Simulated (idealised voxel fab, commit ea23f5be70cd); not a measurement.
The following process module bears the name voxel wiring stack.
This is section cut - it's 205 nm across, gridded in 5 nm square cells.
If you're reading a cross-section in this doc, picture square cells in a grid; it comes to you as bands, top ones listed first down to the bottom, and a band can be one or more rows of cells. First you get the band's top height and its bottom height, in nm, and then the materials it's made of, left to right, with each width in nm. If you see a single material with "full width", that one covers the band edge to edge. "blank" is empty space. Height 0 is the level under which the wafer as received is all one material. The lowest band goes on downwards, as in "0 nm and below". Width "30 to 40": first value at the band's top row of cells, second value at its bottom row, equal change from row to row. "nothing got changed" for a step: no cell of the cross-section changed in that step. Heads up: "Sealed cavities" only lists the empty pockets with no open path to the top that are 8 cells or more, and it writes them as width x height at distance, distance from the left edge, in nm. The remark found on a step's line after its settings is issued by the simulator itself and pertains to that step. "overlay nm", when on a step's line for a step with a mask, measures how far to the right of its planned place the mask lay; a negative measure means to the left.

## Listed below are the process steps as planned
1. RECEIVE | material Si
2. CONFORMAL_DEP | material SiO2 | thk nm 10
3. CONFORMAL_DEP | material SiN | thk nm 5
4. DIRECTIONAL_DEP | material SiO2 | thk nm 20
5. DIRECTIONAL_DEP | material aC | thk nm 15
6. PATTERN | tone open | mask id METAL_1 | material resist | width nm 25 | pitch nm 50 | thk nm 35 | overlay nm 0
7. DIRECTIONAL_ETCH | etch materials aC | depth nm 15
8. STRIP | etch materials resist
9. DIRECTIONAL_ETCH | etch materials SiO2 | depth nm 20
10. DIRECTIONAL_ETCH | etch materials SiN | depth nm 5
11. STRIP | etch materials aC
12. CONFORMAL_DEP | material TiN | thk nm 5
13. FILL_DEP | material W | thk nm 5
14. CMP | height nm 35
15. EPI | material Ru | thk nm 5
16. FILL_DEP | material SiCN | thk nm 5
17. DIRECTIONAL_DEP | material lowk | thk nm 35
18. MASKED_ETCH | tone open | mask id METAL_2_HOLES | width nm 15 | pitch nm 50 | etch materials lowk | depth nm 35 | overlay nm 0
19. MASKED_ETCH | tone open | mask id METAL_2 | width nm 25 | pitch nm 50 | etch materials lowk | depth nm 20 | overlay nm 0
20. MASKED_ETCH | tone open | mask id METAL_2 | width nm 25 | pitch nm 50 | etch materials SiCN | depth nm 5 | overlay nm 0
21. CONFORMAL_DEP | material TiN | thk nm 5
22. FILL_DEP | material Cu | thk nm 10
23. CMP | height nm 80
24. CONFORMAL_DEP | material SiCN | thk nm 5
25. DIRECTIONAL_DEP | material SiO2 | thk nm 30
26. PATTERN | tone open | mask id METAL_3_HOLES | material resist | width nm 15 | pitch nm 50 | thk nm 15 | overlay nm 0
27. DIRECTIONAL_ETCH | etch materials SiO2 | depth nm 30
28. STRIP | etch materials resist
29. DIRECTIONAL_DEP | material aC | thk nm 15
30. PATTERN | tone open | mask id METAL_3 | material resist | width nm 25 | pitch nm 50 | thk nm 35 | overlay nm 0
31. DIRECTIONAL_ETCH | etch materials aC | depth nm 15
32. STRIP | etch materials resist
33. DIRECTIONAL_ETCH | etch materials SiO2 | depth nm 20
34. DIRECTIONAL_ETCH | etch materials SiCN | depth nm 5
35. STRIP | etch materials aC
36. CONFORMAL_DEP | material TiN | thk nm 5
37. FILL_DEP | material Ru | thk nm 10
38. CMP | height nm 115
39. CONFORMAL_DEP | material SiCN | thk nm 5

## First wafer of two (run as planned)

## So this is the incoming wafer in cross-section - it's already been through step 1
  0 nm and below = Si full width
  Sealed cavities: none

## After step 2, in cross-section
  10 nm to 0 nm = SiO2 full width
  Unchanged below 0.

## After step 3, in cross-section
  15 nm to 10 nm = SiN full width
  Unchanged below 10.

## After step 4, in cross-section
  35 nm to 15 nm = SiO2 full width
  Unchanged below 15.

## After step 5, in cross-section
  50 nm to 35 nm = aC full width
  Unchanged below 35.

## After step 6, in cross-section
  85 nm to 50 nm = 40 resist, then 25 blank, then 25 resist, then 25 blank, then 25 resist, then 25 blank, then 40 resist
  Unchanged below 50.

## After step 7, in cross-section
  70 nm to 50 nm = 40 resist, then 25 blank, then 25 resist, then 25 blank, then 25 resist, then 25 blank, then 40 resist
  50 nm to 35 nm = 40 aC, then 25 blank, then 25 aC, then 25 blank, then 25 aC, then 25 blank, then 40 aC
  Unchanged below 35.

## After step 8, in cross-section
  50 nm to 35 nm = 40 aC, then 25 blank, then 25 aC, then 25 blank, then 25 aC, then 25 blank, then 40 aC
  Unchanged below 35.

## After step 9, in cross-section
  50 nm to 35 nm = 40 aC, then 25 blank, then 25 aC, then 25 blank, then 25 aC, then 25 blank, then 40 aC
  35 nm to 15 nm = 40 SiO2, then 25 blank, then 25 SiO2, then 25 blank, then 25 SiO2, then 25 blank, then 40 SiO2
  Unchanged below 15.

## After step 10, in cross-section
  50 nm to 35 nm = 40 aC, then 25 blank, then 25 aC, then 25 blank, then 25 aC, then 25 blank, then 40 aC
  35 nm to 15 nm = 40 SiO2, then 25 blank, then 25 SiO2, then 25 blank, then 25 SiO2, then 25 blank, then 40 SiO2
  15 nm to 10 nm = 40 SiN, then 25 blank, then 25 SiN, then 25 blank, then 25 SiN, then 25 blank, then 40 SiN
  Unchanged below 10.

## After step 11, in cross-section
  35 nm to 15 nm = 40 SiO2, then 25 blank, then 25 SiO2, then 25 blank, then 25 SiO2, then 25 blank, then 40 SiO2
  Unchanged below 15.

## After step 12, in cross-section
  40 nm to 35 nm = 45 TiN, then 15 blank, then 35 TiN, then 15 blank, then 35 TiN, then 15 blank, then 45 TiN
  35 nm to 15 nm = 40 SiO2, then 5 TiN, then 15 blank, then 5 TiN, then 25 SiO2, then 5 TiN, then 15 blank, then 5 TiN, then 25 SiO2, then 5 TiN, then 15 blank, then 5 TiN, then 40 SiO2
  15 nm to 10 nm = 40 SiN, then 25 TiN, then 25 SiN, then 25 TiN, then 25 SiN, then 25 TiN, then 40 SiN
  Unchanged below 10.

## After step 13, in cross-section
  45 nm to 40 nm = W full width
  40 nm to 35 nm = 45 TiN, then 15 W, then 35 TiN, then 15 W, then 35 TiN, then 15 W, then 45 TiN
  35 nm to 15 nm = 40 SiO2, then 5 TiN, then 15 W, then 5 TiN, then 25 SiO2, then 5 TiN, then 15 W, then 5 TiN, then 25 SiO2, then 5 TiN, then 15 W, then 5 TiN, then 40 SiO2
  Unchanged below 15.

## After step 14, in cross-section
  35 nm to 15 nm = 40 SiO2, then 5 TiN, then 15 W, then 5 TiN, then 25 SiO2, then 5 TiN, then 15 W, then 5 TiN, then 25 SiO2, then 5 TiN, then 15 W, then 5 TiN, then 40 SiO2
  Unchanged below 15.

## After step 15, in cross-section
  40 nm to 35 nm = 35 blank, then 35 Ru, then 15 blank, then 35 Ru, then 15 blank, then 35 Ru, then 35 blank
  Unchanged below 35.

## After step 16, in cross-section
  45 nm to 40 nm = SiCN full width
  40 nm to 35 nm = 35 SiCN, then 35 Ru, then 15 SiCN, then 35 Ru, then 15 SiCN, then 35 Ru, then 35 SiCN
  Unchanged below 35.

## After step 17, in cross-section
  80 nm to 45 nm = lowk full width
  Unchanged below 45.

## After step 18, in cross-section
  80 nm to 45 nm = 40 lowk, then 15 blank, then 35 lowk, then 15 blank, then 35 lowk, then 15 blank, then 50 lowk
  Unchanged below 45.

## After step 19, in cross-section
  80 nm to 60 nm = 40 lowk, then 25 blank, then 25 lowk, then 25 blank, then 25 lowk, then 25 blank, then 40 lowk
  Unchanged below 60.

## After step 20, in cross-section
  80 nm to 60 nm = 40 lowk, then 25 blank, then 25 lowk, then 25 blank, then 25 lowk, then 25 blank, then 40 lowk
  60 nm to 45 nm = 40 lowk, then 15 blank, then 35 lowk, then 15 blank, then 35 lowk, then 15 blank, then 50 lowk
  45 nm to 40 nm = 40 SiCN, then 15 blank, then 35 SiCN, then 15 blank, then 35 SiCN, then 15 blank, then 50 SiCN
  Unchanged below 40.

## After step 21, in cross-section
  85 nm to 80 nm = 45 TiN, then 15 blank, then 35 TiN, then 15 blank, then 35 TiN, then 15 blank, then 45 TiN
  80 nm to 65 nm = 40 lowk, then 5 TiN, then 15 blank, then 5 TiN, then 25 lowk, then 5 TiN, then 15 blank, then 5 TiN, then 25 lowk, then 5 TiN, then 15 blank, then 5 TiN, then 40 lowk
  65 nm to 60 nm = 40 lowk, then 5 TiN, then 5 blank, then 15 TiN, then 25 lowk, then 5 TiN, then 5 blank, then 15 TiN, then 25 lowk, then 5 TiN, then 5 blank, then 15 TiN, then 40 lowk
  60 nm to 45 nm = 40 lowk, then 5 TiN, then 5 blank, then 5 TiN, then 35 lowk, then 5 TiN, then 5 blank, then 5 TiN, then 35 lowk, then 5 TiN, then 5 blank, then 5 TiN, then 50 lowk
  45 nm to 40 nm = 40 SiCN, then 15 TiN, then 35 SiCN, then 15 TiN, then 35 SiCN, then 15 TiN, then 50 SiCN
  Unchanged below 40.

## After step 22, in cross-section
  95 nm to 85 nm = Cu full width
  85 nm to 80 nm = 45 TiN, then 15 Cu, then 35 TiN, then 15 Cu, then 35 TiN, then 15 Cu, then 45 TiN
  80 nm to 65 nm = 40 lowk, then 5 TiN, then 15 Cu, then 5 TiN, then 25 lowk, then 5 TiN, then 15 Cu, then 5 TiN, then 25 lowk, then 5 TiN, then 15 Cu, then 5 TiN, then 40 lowk
  65 nm to 60 nm = 40 lowk, then 5 TiN, then 5 Cu, then 15 TiN, then 25 lowk, then 5 TiN, then 5 Cu, then 15 TiN, then 25 lowk, then 5 TiN, then 5 Cu, then 15 TiN, then 40 lowk
  60 nm to 45 nm = 40 lowk, then 5 TiN, then 5 Cu, then 5 TiN, then 35 lowk, then 5 TiN, then 5 Cu, then 5 TiN, then 35 lowk, then 5 TiN, then 5 Cu, then 5 TiN, then 50 lowk
  Unchanged below 45.

## After step 23, in cross-section
  80 nm to 65 nm = 40 lowk, then 5 TiN, then 15 Cu, then 5 TiN, then 25 lowk, then 5 TiN, then 15 Cu, then 5 TiN, then 25 lowk, then 5 TiN, then 15 Cu, then 5 TiN, then 40 lowk
  Unchanged below 65.

## After step 24, in cross-section
  85 nm to 80 nm = SiCN full width
  Unchanged below 80.

## After step 25, in cross-section
  115 nm to 85 nm = SiO2 full width
  Unchanged below 85.

## After step 26, in cross-section
  130 nm to 115 nm = 40 resist, then 15 blank, then 35 resist, then 15 blank, then 35 resist, then 15 blank, then 50 resist
  Unchanged below 115.

## After step 27, in cross-section
  130 nm to 115 nm = 40 resist, then 15 blank, then 35 resist, then 15 blank, then 35 resist, then 15 blank, then 50 resist
  115 nm to 85 nm = 40 SiO2, then 15 blank, then 35 SiO2, then 15 blank, then 35 SiO2, then 15 blank, then 50 SiO2
  Unchanged below 85.

## After step 28, in cross-section
  115 nm to 85 nm = 40 SiO2, then 15 blank, then 35 SiO2, then 15 blank, then 35 SiO2, then 15 blank, then 50 SiO2
  Unchanged below 85.

## After step 29, in cross-section
  130 nm to 115 nm = 40 aC, then 15 blank, then 35 aC, then 15 blank, then 35 aC, then 15 blank, then 50 aC
  115 nm to 100 nm = 40 SiO2, then 15 blank, then 35 SiO2, then 15 blank, then 35 SiO2, then 15 blank, then 50 SiO2
  100 nm to 85 nm = 40 SiO2, then 15 aC, then 35 SiO2, then 15 aC, then 35 SiO2, then 15 aC, then 50 SiO2
  Unchanged below 85.

## After step 30, in cross-section
  165 nm to 130 nm = 40 resist, then 25 blank, then 25 resist, then 25 blank, then 25 resist, then 25 blank, then 40 resist
  Unchanged below 130.

## After step 31, in cross-section
  150 nm to 130 nm = 40 resist, then 25 blank, then 25 resist, then 25 blank, then 25 resist, then 25 blank, then 40 resist
  130 nm to 115 nm = 40 aC, then 25 blank, then 25 aC, then 25 blank, then 25 aC, then 25 blank, then 40 aC
  115 nm to 85 nm = 40 SiO2, then 15 blank, then 35 SiO2, then 15 blank, then 35 SiO2, then 15 blank, then 50 SiO2
  Unchanged below 85.

## After step 32, in cross-section
  130 nm to 115 nm = 40 aC, then 25 blank, then 25 aC, then 25 blank, then 25 aC, then 25 blank, then 40 aC
  Unchanged below 115.

## After step 33, in cross-section
  130 nm to 115 nm = 40 aC, then 25 blank, then 25 aC, then 25 blank, then 25 aC, then 25 blank, then 40 aC
  115 nm to 95 nm = 40 SiO2, then 25 blank, then 25 SiO2, then 25 blank, then 25 SiO2, then 25 blank, then 40 SiO2
  Unchanged below 95.

## After step 34, in cross-section
  130 nm to 115 nm = 40 aC, then 25 blank, then 25 aC, then 25 blank, then 25 aC, then 25 blank, then 40 aC
  115 nm to 95 nm = 40 SiO2, then 25 blank, then 25 SiO2, then 25 blank, then 25 SiO2, then 25 blank, then 40 SiO2
  95 nm to 85 nm = 40 SiO2, then 15 blank, then 35 SiO2, then 15 blank, then 35 SiO2, then 15 blank, then 50 SiO2
  85 nm to 80 nm = 40 SiCN, then 15 blank, then 35 SiCN, then 15 blank, then 35 SiCN, then 15 blank, then 50 SiCN
  Unchanged below 80.

## After step 35, in cross-section
  115 nm to 95 nm = 40 SiO2, then 25 blank, then 25 SiO2, then 25 blank, then 25 SiO2, then 25 blank, then 40 SiO2
  Unchanged below 95.

## After step 36, in cross-section
  120 nm to 115 nm = 45 TiN, then 15 blank, then 35 TiN, then 15 blank, then 35 TiN, then 15 blank, then 45 TiN
  115 nm to 100 nm = 40 SiO2, then 5 TiN, then 15 blank, then 5 TiN, then 25 SiO2, then 5 TiN, then 15 blank, then 5 TiN, then 25 SiO2, then 5 TiN, then 15 blank, then 5 TiN, then 40 SiO2
  100 nm to 95 nm = 40 SiO2, then 5 TiN, then 5 blank, then 15 TiN, then 25 SiO2, then 5 TiN, then 5 blank, then 15 TiN, then 25 SiO2, then 5 TiN, then 5 blank, then 15 TiN, then 40 SiO2
  95 nm to 85 nm = 40 SiO2, then 5 TiN, then 5 blank, then 5 TiN, then 35 SiO2, then 5 TiN, then 5 blank, then 5 TiN, then 35 SiO2, then 5 TiN, then 5 blank, then 5 TiN, then 50 SiO2
  85 nm to 80 nm = 40 SiCN, then 15 TiN, then 35 SiCN, then 15 TiN, then 35 SiCN, then 15 TiN, then 50 SiCN
  Unchanged below 80.

## After step 37, in cross-section
  130 nm to 120 nm = Ru full width
  120 nm to 115 nm = 45 TiN, then 15 Ru, then 35 TiN, then 15 Ru, then 35 TiN, then 15 Ru, then 45 TiN
  115 nm to 100 nm = 40 SiO2, then 5 TiN, then 15 Ru, then 5 TiN, then 25 SiO2, then 5 TiN, then 15 Ru, then 5 TiN, then 25 SiO2, then 5 TiN, then 15 Ru, then 5 TiN, then 40 SiO2
  100 nm to 95 nm = 40 SiO2, then 5 TiN, then 5 Ru, then 15 TiN, then 25 SiO2, then 5 TiN, then 5 Ru, then 15 TiN, then 25 SiO2, then 5 TiN, then 5 Ru, then 15 TiN, then 40 SiO2
  95 nm to 85 nm = 40 SiO2, then 5 TiN, then 5 Ru, then 5 TiN, then 35 SiO2, then 5 TiN, then 5 Ru, then 5 TiN, then 35 SiO2, then 5 TiN, then 5 Ru, then 5 TiN, then 50 SiO2
  Unchanged below 85.

## After step 38, in cross-section
  115 nm to 100 nm = 40 SiO2, then 5 TiN, then 15 Ru, then 5 TiN, then 25 SiO2, then 5 TiN, then 15 Ru, then 5 TiN, then 25 SiO2, then 5 TiN, then 15 Ru, then 5 TiN, then 40 SiO2
  Unchanged below 100.

## After step 39, in cross-section
  120 nm to 115 nm = SiCN full width
  Unchanged below 115.

## Wafer two of two - same starting point, same process plan, one mistake in execution; matches wafer one up to and including step 29

## Cross-section: second wafer, time at which step 30 was scheduled to end
  165 nm to 130 nm = 45 resist, then 20 blank, then 30 resist, then 20 blank, then 30 resist, then 20 blank, then 40 resist
  130 nm to 115 nm = 40 aC, then 5 resist, then 10 blank, then 35 aC, then 5 resist, then 10 blank, then 35 aC, then 5 resist, then 10 blank, then 50 aC
  115 nm to 100 nm = 40 SiO2, then 5 resist, then 10 blank, then 35 SiO2, then 5 resist, then 10 blank, then 35 SiO2, then 5 resist, then 10 blank, then 50 SiO2
  Unchanged below 100.

## Cross-section: second wafer, time at which step 31 was scheduled to end
  150 nm to 130 nm = 45 resist, then 20 blank, then 30 resist, then 20 blank, then 30 resist, then 20 blank, then 40 resist
  130 nm to 115 nm = 40 aC, then 5 resist, then 20 blank, then 25 aC, then 5 resist, then 20 blank, then 25 aC, then 5 resist, then 20 blank, then 40 aC
  115 nm to 100 nm = 40 SiO2, then 5 resist, then 10 blank, then 35 SiO2, then 5 resist, then 10 blank, then 35 SiO2, then 5 resist, then 10 blank, then 50 SiO2
  100 nm to 85 nm = 40 SiO2, then 5 aC, then 10 blank, then 35 SiO2, then 5 aC, then 10 blank, then 35 SiO2, then 5 aC, then 10 blank, then 50 SiO2
  Unchanged below 85.

## Cross-section: second wafer, time at which step 32 was scheduled to end
  130 nm to 115 nm = 40 aC, then 25 blank, then 25 aC, then 25 blank, then 25 aC, then 25 blank, then 40 aC
  115 nm to 100 nm = 40 SiO2, then 15 blank, then 35 SiO2, then 15 blank, then 35 SiO2, then 15 blank, then 50 SiO2
  Unchanged below 100.

## Cross-section: second wafer, time at which step 33 was scheduled to end
  130 nm to 115 nm = 40 aC, then 25 blank, then 25 aC, then 25 blank, then 25 aC, then 25 blank, then 40 aC
  115 nm to 100 nm = 40 SiO2, then 25 blank, then 25 SiO2, then 25 blank, then 25 SiO2, then 25 blank, then 40 SiO2
  100 nm to 95 nm = 40 SiO2, then 5 aC, then 20 blank, then 25 SiO2, then 5 aC, then 20 blank, then 25 SiO2, then 5 aC, then 20 blank, then 40 SiO2
  Unchanged below 95.

## Cross-section: second wafer, time at which step 34 was scheduled to end
  130 nm to 115 nm = 40 aC, then 25 blank, then 25 aC, then 25 blank, then 25 aC, then 25 blank, then 40 aC
  115 nm to 100 nm = 40 SiO2, then 25 blank, then 25 SiO2, then 25 blank, then 25 SiO2, then 25 blank, then 40 SiO2
  100 nm to 95 nm = 40 SiO2, then 5 aC, then 20 blank, then 25 SiO2, then 5 aC, then 20 blank, then 25 SiO2, then 5 aC, then 20 blank, then 40 SiO2
  95 nm to 85 nm = 40 SiO2, then 5 aC, then 10 blank, then 35 SiO2, then 5 aC, then 10 blank, then 35 SiO2, then 5 aC, then 10 blank, then 50 SiO2
  85 nm to 80 nm = 45 SiCN, then 10 blank, then 40 SiCN, then 10 blank, then 40 SiCN, then 10 blank, then 50 SiCN
  Unchanged below 80.

## Cross-section: second wafer, time at which step 35 was scheduled to end
  115 nm to 95 nm = 40 SiO2, then 25 blank, then 25 SiO2, then 25 blank, then 25 SiO2, then 25 blank, then 40 SiO2
  95 nm to 85 nm = 40 SiO2, then 15 blank, then 35 SiO2, then 15 blank, then 35 SiO2, then 15 blank, then 50 SiO2
  Unchanged below 85.

## Cross-section: second wafer, time at which step 36 was scheduled to end
  120 nm to 115 nm = 45 TiN, then 15 blank, then 35 TiN, then 15 blank, then 35 TiN, then 15 blank, then 45 TiN
  115 nm to 100 nm = 40 SiO2, then 5 TiN, then 15 blank, then 5 TiN, then 25 SiO2, then 5 TiN, then 15 blank, then 5 TiN, then 25 SiO2, then 5 TiN, then 15 blank, then 5 TiN, then 40 SiO2
  100 nm to 90 nm = 40 SiO2, then 5 TiN, then 5 blank, then 15 to 5 TiN, then 25 to 35 SiO2, then 5 TiN, then 5 blank, then 15 to 5 TiN, then 25 to 35 SiO2, then 5 TiN, then 5 blank, then 15 to 5 TiN, then 40 to 50 SiO2
  90 nm to 85 nm = 40 SiO2, then 15 TiN, then 35 SiO2, then 15 TiN, then 35 SiO2, then 15 TiN, then 50 SiO2
  85 nm to 80 nm = 45 SiCN, then 10 TiN, then 40 SiCN, then 10 TiN, then 40 SiCN, then 10 TiN, then 50 SiCN
  Unchanged below 80.

## Cross-section: second wafer, time at which step 37 was scheduled to end
  130 nm to 120 nm = Ru full width
  120 nm to 115 nm = 45 TiN, then 15 Ru, then 35 TiN, then 15 Ru, then 35 TiN, then 15 Ru, then 45 TiN
  115 nm to 100 nm = 40 SiO2, then 5 TiN, then 15 Ru, then 5 TiN, then 25 SiO2, then 5 TiN, then 15 Ru, then 5 TiN, then 25 SiO2, then 5 TiN, then 15 Ru, then 5 TiN, then 40 SiO2
  100 nm to 90 nm = 40 SiO2, then 5 TiN, then 5 Ru, then 15 to 5 TiN, then 25 to 35 SiO2, then 5 TiN, then 5 Ru, then 15 to 5 TiN, then 25 to 35 SiO2, then 5 TiN, then 5 Ru, then 15 to 5 TiN, then 40 to 50 SiO2
  Unchanged below 90.

## Cross-section: second wafer, time at which step 38 was scheduled to end
  115 nm to 100 nm = 40 SiO2, then 5 TiN, then 15 Ru, then 5 TiN, then 25 SiO2, then 5 TiN, then 15 Ru, then 5 TiN, then 25 SiO2, then 5 TiN, then 15 Ru, then 5 TiN, then 40 SiO2
  Unchanged below 100.

## Cross-section: second wafer, time at which step 39 was scheduled to end
  120 nm to 115 nm = SiCN full width
  Unchanged below 115.
So what did we get wrong on this run? step 30 off recipe, ran as PATTERN | tone open | mask id METAL_3 | material resist | width nm 20 | pitch nm 50 | thk nm 35 | overlay nm 0
End of process, cell counts, second wafer against first, materials with more or fewer: Ru -3; SiCN +3
